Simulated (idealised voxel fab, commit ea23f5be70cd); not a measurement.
process module | voxel ribs on slabs
cross-section cut | 235 nm wide | cells 5 nm
A cross-section is a grid of square cells, given in bands from the top down. A band is one or more rows of cells.
Each band's line starts with the height of the band's top and of its bottom, in nm. Then come its materials from left to right, each with its width in nm. One material with "throughout" fills the band from edge to edge. "air" is empty space.
Height 0 is the level under which the wafer as received is all one material. The lowest band goes on downwards, as in "0 down".
A width such as "30 to 40" changes by the same amount from each row of cells to the next, from the band's top row to its bottom row.
"no change" after a step means that no cell of the cross-section changed.
closed voids: empty space of 8 cells or more with no open way to the top, each as width x height at its distance from the left edge, in nm
after a step's settings: what the simulator itself notes on the step
overlay nm, on a step with a mask: how far to the right of its planned place the mask lay; to the left if negative
plan
1 op RECEIVE | material Si
2 op DIRECTIONAL_DEP | material SiO2 | thk nm 20
3 op DIRECTIONAL_DEP | material polySi | thk nm 15
4 op DIRECTIONAL_DEP | material aC | thk nm 15
5 op PATTERN | tone cover | mask id RIB | material resist | width nm 30 | thk nm 30 | overlay nm 0
6 op DIRECTIONAL_ETCH | etch materials aC | depth nm 15
7 op STRIP | etch materials resist
8 op DIRECTIONAL_ETCH | etch materials polySi | depth nm 5
9 op STRIP | etch materials aC
10 op MASKED_ETCH | tone cover | mask id SLAB | width nm 80 | etch materials polySi | depth nm 10 | overlay nm 0
11 op FILL_DEP | material SiO2 | thk nm 30
12 op CMP | height nm 55
13 op DIRECTIONAL_DEP | material W | thk nm 5
14 op DIRECTIONAL_DEP | material aC | thk nm 15
15 op PATTERN | tone cover | mask id HEATER | material resist | width nm 40 | thk nm 30 | overlay nm 0
16 op DIRECTIONAL_ETCH | etch materials aC | depth nm 15
17 op STRIP | etch materials resist
18 op DIRECTIONAL_ETCH | etch materials W | depth nm 5
19 op STRIP | etch materials aC
20 op CONFORMAL_DEP | material SiO2 | thk nm 5
first wafer, as planned
as received, after step 1
  0 down: Si throughout
  closed voids: none
after step 2
  20 to 0: SiO2 throughout
  below 0: unchanged
after step 3
  35 to 20: polySi throughout
  below 20: unchanged
after step 4
  50 to 35: aC throughout
  below 35: unchanged
after step 5
  80 to 50: air 100 | resist 30 | air 105
  below 50: unchanged
after step 6
  65 to 50: air 100 | resist 30 | air 105
  50 to 35: air 100 | aC 30 | air 105
  below 35: unchanged
after step 7
  50 to 35: air 100 | aC 30 | air 105
  below 35: unchanged
after step 8
  50 to 35: air 100 | aC 30 | air 105
  35 to 30: air 100 | polySi 30 | air 105
  below 30: unchanged
after step 9
  35 to 30: air 100 | polySi 30 | air 105
  below 30: unchanged
after step 10
  35 to 30: air 100 | polySi 30 | air 105
  30 to 20: air 75 | polySi 80 | air 80
  below 20: unchanged
after step 11
  65 to 35: SiO2 throughout
  35 to 30: SiO2 100 | polySi 30 | SiO2 105
  30 to 20: SiO2 75 | polySi 80 | SiO2 80
  below 20: unchanged
after step 12
  55 to 35: SiO2 throughout
  below 35: unchanged
after step 13
  60 to 55: W throughout
  below 55: unchanged
after step 14
  75 to 60: aC throughout
  below 60: unchanged
after step 15
  105 to 75: air 95 | resist 40 | air 100
  below 75: unchanged
after step 16
  90 to 75: air 95 | resist 40 | air 100
  75 to 60: air 95 | aC 40 | air 100
  below 60: unchanged
after step 17
  75 to 60: air 95 | aC 40 | air 100
  below 60: unchanged
after step 18
  75 to 60: air 95 | aC 40 | air 100
  60 to 55: air 95 | W 40 | air 100
  below 55: unchanged
after step 19
  60 to 55: air 95 | W 40 | air 100
  below 55: unchanged
after step 20
  65 to 60: air 90 | SiO2 50 | air 95
  60 to 55: SiO2 95 | W 40 | SiO2 100
  below 55: unchanged
second wafer: like start, like plan, one mistake. Through step 19 it matches the first wafer
when step 20 should have ended: no change
what went wrong: step 20 was left out
at the end the second wafer has, in cells: 49 fewer of SiO2
